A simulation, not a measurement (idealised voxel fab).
Herein follows the process module entitled voxel fin reveal.
Cross-sectional view cut (width: 180 nm; square cell size: 5 nm).
Throughout this document, each cross-section is represented as a grid of square cells and is presented as a sequence of bands enumerated from the top downward, where a band comprises one or more rows of cells.
Read a band's entry like this: the first values are the height of its top and the height of its bottom in nm, and what follows is the sequence of materials from left to right, each with its width in nm. Note that "blank" is empty space, and that a single material marked "all across" reaches across the band from edge to edge.
A quick word on heights: they are counted from 0, and under that level the wafer as it came to us is one material throughout. The lowest band is different from the rest in having no bottom; it simply continues downward, written as in "0 nm and below".
A two-number width, for instance "30->40", indicates that the width is equal to the first number in the top row of the band and to the second number in the bottom row, and that it changes by a constant amount per row of cells.
You'll sometimes find "nothing got changed" written for a step, and that's the way of saying that nowhere in the cross-section did a cell change during that step.
Under "Internal closed voids" you'll find the enclosed gaps, the ones with no way out to the top, that are 8 cells or bigger; each reads width x height at distance, with distance counted from the left edge, everything in nm.
The remark found on a step's line after its settings is issued by the simulator itself and pertains to that step.
The line of a step may include "overlay nm". On a step with a mask, this value is how far to the right of its planned place the mask lay. A negative value means the mask lay to the left.

PROCESS STEPS FORESEEN IN THE PLAN
| 1 | RECEIVE,material Si |
| 2 | CONFORMAL_DEP,material SiN,thk nm 10 |
| 3 | DIRECTIONAL_DEP,material aC,thk nm 10 |
| 4 | PATTERN,tone cover,mask id FINS,material resist,width nm 15,pitch nm 35,thk nm 30,overlay nm 0 |
| 5 | DIRECTIONAL_ETCH,etch materials aC,depth nm 10 |
| 6 | STRIP,etch materials resist |
| 7 | DIRECTIONAL_ETCH,etch materials SiN,depth nm 10 |
| 8 | DIRECTIONAL_ETCH,etch materials Si,depth nm 40 |
| 9 | STRIP,etch materials aC |
| 10 | FILL_DEP,material SiO2,thk nm 5 |
| 11 | CMP,height nm 10 |
| 12 | SELECTIVE_ETCH,etch materials SiO2,depth nm 25 |
| 13 | STRIP,etch materials SiN |
| 14 | CONFORMAL_DEP,material SiO2,thk nm 5 |

FIRST OF TWO WAFERS - AS PLANNED

CROSS-SECTION, INCOMING MATERIAL, AFTER STEP 1
    0 nm and below: Si all across
    Internal closed voids: none

SO THIS IS THE WAFER CROSS-SECTION RIGHT AFTER STEP 2
    10 nm to 0 nm: SiN all across
    No changes below 0.

SO THIS IS THE WAFER CROSS-SECTION RIGHT AFTER STEP 3
    20 nm to 10 nm: aC all across
    No changes below 10.

SO THIS IS THE WAFER CROSS-SECTION RIGHT AFTER STEP 4
    50 nm to 20 nm: blank (45), resist (15), blank (20), resist (15), blank (20), resist (15), blank (50)
    No changes below 20.

SO THIS IS THE WAFER CROSS-SECTION RIGHT AFTER STEP 5
    40 nm to 20 nm: blank (45), resist (15), blank (20), resist (15), blank (20), resist (15), blank (50)
    20 nm to 10 nm: blank (45), aC (15), blank (20), aC (15), blank (20), aC (15), blank (50)
    No changes below 10.

SO THIS IS THE WAFER CROSS-SECTION RIGHT AFTER STEP 6
    20 nm to 10 nm: blank (45), aC (15), blank (20), aC (15), blank (20), aC (15), blank (50)
    No changes below 10.

SO THIS IS THE WAFER CROSS-SECTION RIGHT AFTER STEP 7
    20 nm to 10 nm: blank (45), aC (15), blank (20), aC (15), blank (20), aC (15), blank (50)
    10 nm to 0 nm: blank (45), SiN (15), blank (20), SiN (15), blank (20), SiN (15), blank (50)
    No changes below 0.

SO THIS IS THE WAFER CROSS-SECTION RIGHT AFTER STEP 8
    20 nm to 10 nm: blank (45), aC (15), blank (20), aC (15), blank (20), aC (15), blank (50)
    10 nm to 0 nm: blank (45), SiN (15), blank (20), SiN (15), blank (20), SiN (15), blank (50)
    0 nm to -40 nm: blank (45), Si (15), blank (20), Si (15), blank (20), Si (15), blank (50)
    No changes below -40.

SO THIS IS THE WAFER CROSS-SECTION RIGHT AFTER STEP 9
    10 nm to 0 nm: blank (45), SiN (15), blank (20), SiN (15), blank (20), SiN (15), blank (50)
    No changes below 0.

SO THIS IS THE WAFER CROSS-SECTION RIGHT AFTER STEP 10
    15 nm to 10 nm: SiO2 all across
    10 nm to 0 nm: SiO2 (45), SiN (15), SiO2 (20), SiN (15), SiO2 (20), SiN (15), SiO2 (50)
    0 nm to -40 nm: SiO2 (45), Si (15), SiO2 (20), Si (15), SiO2 (20), Si (15), SiO2 (50)
    No changes below -40.

SO THIS IS THE WAFER CROSS-SECTION RIGHT AFTER STEP 11
    10 nm to 0 nm: SiO2 (45), SiN (15), SiO2 (20), SiN (15), SiO2 (20), SiN (15), SiO2 (50)
    No changes below 0.

SO THIS IS THE WAFER CROSS-SECTION RIGHT AFTER STEP 12
    10 nm to 0 nm: blank (45), SiN (15), blank (20), SiN (15), blank (20), SiN (15), blank (50)
    0 nm to -15 nm: blank (45), Si (15), blank (20), Si (15), blank (20), Si (15), blank (50)
    No changes below -15.

SO THIS IS THE WAFER CROSS-SECTION RIGHT AFTER STEP 13
    0 nm to -15 nm: blank (45), Si (15), blank (20), Si (15), blank (20), Si (15), blank (50)
    No changes below -15.

SO THIS IS THE WAFER CROSS-SECTION RIGHT AFTER STEP 14
    5 nm to 0 nm: blank (40), SiO2 (25), blank (10), SiO2 (25), blank (10), SiO2 (25), blank (45)
    0 nm to -10 nm: blank (40), SiO2 (5), Si (15), SiO2 (5), blank (10), SiO2 (5), Si (15), SiO2 (5), blank (10), SiO2 (5), Si (15), SiO2 (5), blank (45)
    -10 nm to -40 nm: SiO2 (45), Si (15), SiO2 (20), Si (15), SiO2 (20), Si (15), SiO2 (50)
    No changes below -40.

IT IS TO BE NOTED THAT THE SECOND WAFER PROCEEDED FROM THE SAME INITIAL STATE AND ACCORDING TO THE SAME PLAN AS THE FIRST, ALTHOUGH ONE MISTAKE WAS COMMITTED IN ITS EXECUTION; THROUGH STEP 3, INCLUSIVE, THE TWO WAFERS SHARE AN IDENTICAL HISTORY

SECOND WAFER CROSS-SECTION, TAKEN AS OF THE TIME THE PLAN SETS FOR STEP 4 TO BE DONE
    50 nm to 20 nm: blank (55), resist (15), blank (20), resist (15), blank (20), resist (15), blank (40)
    No changes below 20.

SECOND WAFER CROSS-SECTION, TAKEN AS OF THE TIME THE PLAN SETS FOR STEP 5 TO BE DONE
    40 nm to 20 nm: blank (55), resist (15), blank (20), resist (15), blank (20), resist (15), blank (40)
    20 nm to 10 nm: blank (55), aC (15), blank (20), aC (15), blank (20), aC (15), blank (40)
    No changes below 10.

SECOND WAFER CROSS-SECTION, TAKEN AS OF THE TIME THE PLAN SETS FOR STEP 6 TO BE DONE
    20 nm to 10 nm: blank (55), aC (15), blank (20), aC (15), blank (20), aC (15), blank (40)
    No changes below 10.

SECOND WAFER CROSS-SECTION, TAKEN AS OF THE TIME THE PLAN SETS FOR STEP 7 TO BE DONE
    20 nm to 10 nm: blank (55), aC (15), blank (20), aC (15), blank (20), aC (15), blank (40)
    10 nm to 0 nm: blank (55), SiN (15), blank (20), SiN (15), blank (20), SiN (15), blank (40)
    No changes below 0.

SECOND WAFER CROSS-SECTION, TAKEN AS OF THE TIME THE PLAN SETS FOR STEP 8 TO BE DONE
    20 nm to 10 nm: blank (55), aC (15), blank (20), aC (15), blank (20), aC (15), blank (40)
    10 nm to 0 nm: blank (55), SiN (15), blank (20), SiN (15), blank (20), SiN (15), blank (40)
    0 nm to -40 nm: blank (55), Si (15), blank (20), Si (15), blank (20), Si (15), blank (40)
    No changes below -40.

SECOND WAFER CROSS-SECTION, TAKEN AS OF THE TIME THE PLAN SETS FOR STEP 9 TO BE DONE
    10 nm to 0 nm: blank (55), SiN (15), blank (20), SiN (15), blank (20), SiN (15), blank (40)
    No changes below 0.

SECOND WAFER CROSS-SECTION, TAKEN AS OF THE TIME THE PLAN SETS FOR STEP 10 TO BE DONE
    15 nm to 10 nm: SiO2 all across
    10 nm to 0 nm: SiO2 (55), SiN (15), SiO2 (20), SiN (15), SiO2 (20), SiN (15), SiO2 (40)
    0 nm to -40 nm: SiO2 (55), Si (15), SiO2 (20), Si (15), SiO2 (20), Si (15), SiO2 (40)
    No changes below -40.

SECOND WAFER CROSS-SECTION, TAKEN AS OF THE TIME THE PLAN SETS FOR STEP 11 TO BE DONE
    10 nm to 0 nm: SiO2 (55), SiN (15), SiO2 (20), SiN (15), SiO2 (20), SiN (15), SiO2 (40)
    No changes below 0.

SECOND WAFER CROSS-SECTION, TAKEN AS OF THE TIME THE PLAN SETS FOR STEP 12 TO BE DONE
    10 nm to 0 nm: blank (55), SiN (15), blank (20), SiN (15), blank (20), SiN (15), blank (40)
    0 nm to -15 nm: blank (55), Si (15), blank (20), Si (15), blank (20), Si (15), blank (40)
    No changes below -15.

SECOND WAFER CROSS-SECTION, TAKEN AS OF THE TIME THE PLAN SETS FOR STEP 13 TO BE DONE
    0 nm to -15 nm: blank (55), Si (15), blank (20), Si (15), blank (20), Si (15), blank (40)
    No changes below -15.

SECOND WAFER CROSS-SECTION, TAKEN AS OF THE TIME THE PLAN SETS FOR STEP 14 TO BE DONE
    5 nm to 0 nm: blank (50), SiO2 (25), blank (10), SiO2 (25), blank (10), SiO2 (25), blank (35)
    0 nm to -10 nm: blank (50), SiO2 (5), Si (15), SiO2 (5), blank (10), SiO2 (5), Si (15), SiO2 (5), blank (10), SiO2 (5), Si (15), SiO2 (5), blank (35)
    -10 nm to -40 nm: SiO2 (55), Si (15), SiO2 (20), Si (15), SiO2 (20), Si (15), SiO2 (40)
    No changes below -40.
The plan and the run diverged here: step 4 ran differently from the plan; actual operation with settings: PATTERN,tone cover,mask id FINS,material resist,width nm 15,pitch nm 35,thk nm 30,overlay nm 10
Heads up: at the end the two wafers have identical cell counts per material, they're just laid out differently.
